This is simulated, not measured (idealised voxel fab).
A process module follows: voxel self aligned vias.
The cross-section shown here is cut; it is 200 nm wide and divided into square cells measuring 5 nm on a side.
Cross-section = grid of square cells, listed top down in bands; band = one or more rows. Top height, bottom height, nm. Materials left to right, width each, nm. Single material + "all across" = fills band edge to edge. "blank" = empty. Ref level 0: as-received wafer is one material below here. Bottom band extends down with no lower bound ("0 -> down"). Width: "30..40" (first number = top row, second number = bottom row, same change from row to row of cells). Where a step carries "remains unaltered", the cross-section came out of it unchanged, cell for cell. You'll see "Cavities, sealed" listing empty spaces that have no way open to the top, as long as they're 8 cells or more; the notation is width x height at distance, where the distance is from the left edge, and all of it is in nm. Heads up: the bit after the settings on a step's line is the simulator's remark on that step. A step line may carry the setting "overlay nm", which, for steps involving a mask, states the distance by which the mask lay to the right of its intended position; negative values denote displacement to the left.

STEPS PLANNED FOR THE PROCESS
1 RECEIVE, material Si
2 CONFORMAL_DEP, material SiO2, thk nm 15
3 CONFORMAL_DEP, material SiCN, thk nm 5
4 DIRECTIONAL_DEP, material lowk, thk nm 20
5 PATTERN, tone open, mask id LINES, material resist, width nm 20, pitch nm 45, thk nm 20, overlay nm 0
6 DIRECTIONAL_ETCH, etch materials lowk, depth nm 20
7 STRIP, etch materials resist
8 CONFORMAL_DEP, material TiN, thk nm 5
9 FILL_DEP, material Ru, thk nm 10
10 CMP, height nm 40
11 SELECTIVE_ETCH, etch materials W Ru TiN, depth nm 10
12 FILL_DEP, material SiN, thk nm 10
13 CMP, height nm 40
14 DIRECTIONAL_DEP, material lowk, thk nm 15
15 MASKED_ETCH, tone open, mask id VIAS, width nm 30, pitch nm 90, etch materials lowk, depth nm 15, overlay nm 0
16 MASKED_ETCH, tone open, mask id VIAS, width nm 30, pitch nm 90, etch materials SiN, depth nm 10, overlay nm 0
17 CONFORMAL_DEP, material TiN, thk nm 5
18 FILL_DEP, material Ru, thk nm 5
19 CMP, height nm 55
20 CONFORMAL_DEP, material SiN, thk nm 5

CROSS-SECTION OF THE INCOMING WAFER, STATE AFTER STEP 1
  0 -> down = Si all across
  Cavities, sealed: none

SECTIONED VIEW, FIRST OF TWO WAFERS, AT THE CLOSE OF THE MODULE, PROCESSED AS INTENDED IN THE PLAN
  60 -> 55 = SiN all across
  55 -> 45 = lowk (40) / TiN (5) / Ru (20) / TiN (5) / lowk (60) / TiN (5) / Ru (20) / TiN (5) / lowk (40)
  45 -> 40 = lowk (40) / TiN (10) / Ru (10) / TiN (10) / lowk (60) / TiN (10) / Ru (10) / TiN (10) / lowk (40)
  40 -> 35 = lowk (45) / TiN (5) / Ru (10) / TiN (5) / lowk (25) / SiN (20) / lowk (25) / TiN (5) / Ru (10) / TiN (5) / lowk (45)
  35 -> 30 = lowk (45) / TiN (20) / lowk (25) / SiN (20) / lowk (25) / TiN (20) / lowk (45)
  30 -> 25 = lowk (45) / TiN (5) / Ru (10) / TiN (5) / lowk (25) / TiN (5) / Ru (10) / TiN (5) / lowk (25) / TiN (5) / Ru (10) / TiN (5) / lowk (45)
  25 -> 20 = lowk (45) / TiN (20) / lowk (25) / TiN (20) / lowk (25) / TiN (20) / lowk (45)
  20 -> 15 = SiCN all across
  15 -> 0 = SiO2 all across
  0 -> down = Si all across
  Cavities, sealed: none

WAFER TWO, END OF MODULE, CROSS-SECTION. SAME START, SAME PLAN AS WAFER ONE. ONE MISTAKE IN THE RUN
  60 -> 55 = SiN all across
  55 -> 40 = lowk (40) / TiN (5) / Ru (20) / TiN (5) / lowk (60) / TiN (5) / Ru (20) / TiN (5) / lowk (40)
  40 -> 35 = SiN (40) / TiN (10) / Ru (10) / TiN (10) / SiN (60) / TiN (10) / Ru (10) / TiN (10) / SiN (40)
  35 -> 30 = lowk (45) / TiN (20) / lowk (25) / SiN (20) / lowk (25) / TiN (20) / lowk (45)
  30 -> 20 = lowk (45) / TiN (5) / Ru (10) / TiN (5) / lowk (25) / TiN (5) / Ru (10) / TiN (5) / lowk (25) / TiN (5) / Ru (10) / TiN (5) / lowk (45)
  20 -> 15 = lowk (45) / TiN (20) / lowk (25) / TiN (20) / lowk (25) / TiN (20) / lowk (45)
  15 -> 0 = SiO2 all across
  0 -> down = Si all across
  Cavities, sealed: none
It is concluded that the wafer was processed incorrectly with respect to the plan, in that heads up, step 3 of the plan was skipped and never actually ran
Final wafer comparison in cells, second versus first, more or fewer per material: Ru: 10 more, SiCN: 40 fewer, SiN: 24 more, TiN: 6 more
